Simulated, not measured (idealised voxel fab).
The process module that follows is named voxel tone inversion.
Cross-section cut: width 170 nm, square cells of 5 nm.
In this document a cross-section is written as a grid of square cells. It is given as a series of bands, listed from the top down, and a band is one or more rows of cells. Band: top and bottom heights (nm) first, top before bottom; then materials from left to right, widths in nm. "throughout" marks a sole material filling the band edge to edge. "air" denotes empty space. Zero point of the height axis is 0; under it, received wafer = one material. Lowest band: continues down indefinitely, "0..down". You'd read "30 to 40" like this: the band's top row of cells is as wide as the first number, its bottom row is as wide as the second, and going down, every row changes width by the same amount as the row before did. What does "nothing different" mean for a step? It means no cell of the cross-section changed in that step. Closed empty spaces (no open way to the top) of 8 cells or more are what "Voids, enclosed" lists, each as width x height at distance from the left edge, nm for all three. Heads up: the bit after the settings on a step's line is the simulator's remark on that step. What "overlay nm" on a step's line means: if the step has a mask, that mask lay this far to the right of its planned place, or, when the value is negative, to the left.

### Set out below are the planned steps of the process
- 1: RECEIVE | material Si
- 2: CONFORMAL_DEP | material SiN | thk nm 10
- 3: DIRECTIONAL_DEP | material aC | thk nm 25
- 4: PATTERN | tone cover | mask id POSTS | material resist | width nm 25 | pitch nm 40 | thk nm 30 | overlay nm 0
- 5: DIRECTIONAL_ETCH | etch materials aC | depth nm 25
- 6: STRIP | etch materials resist
- 7: FILL_DEP | material lowk | thk nm 10
- 8: CMP | height nm 35
- 9: STRIP | etch materials aC
- 10: CONFORMAL_DEP | material TiN | thk nm 5
- 11: FILL_DEP | material Ru | thk nm 10
- 12: CMP | height nm 35
- 13: CONFORMAL_DEP | material SiCN | thk nm 5

### Delivered wafer in cross-section: state after step 1
- 0..down  Si throughout
- Voids, enclosed: none

### Cross-section: first of two wafers, module finished, run according to plan
- 40..35  SiCN throughout
- 35..15  30 of lowk / 5 of TiN / 15 of Ru / 5 of TiN / 15 of lowk / 5 of TiN / 15 of Ru / 5 of TiN / 15 of lowk / 5 of TiN / 15 of Ru / 5 of TiN / 35 of lowk
- 15..10  30 of lowk / 25 of TiN / 15 of lowk / 25 of TiN / 15 of lowk / 25 of TiN / 35 of lowk
- 10..0  SiN throughout
- 0..down  Si throughout
- Voids, enclosed: none

### End-of-module cross-section of the second wafer: identical starting point and process plan to the first, with one processing mistake
- 50..35  SiCN throughout
- 35..15  30 of lowk / 5 of TiN / 15 of Ru / 5 of TiN / 15 of lowk / 5 of TiN / 15 of Ru / 5 of TiN / 15 of lowk / 5 of TiN / 15 of Ru / 5 of TiN / 35 of lowk
- 15..10  30 of lowk / 25 of TiN / 15 of lowk / 25 of TiN / 15 of lowk / 25 of TiN / 35 of lowk
- 10..0  SiN throughout
- 0..down  Si throughout
- Voids, enclosed: none
In executing the process, a mistake was made relative to the plan: contrary to plan, step 13 was performed as CONFORMAL_DEP | material SiCN | thk nm 15
Wafer comparison, final, in cells, second relative to first, materials more or fewer: SiCN: 68 more
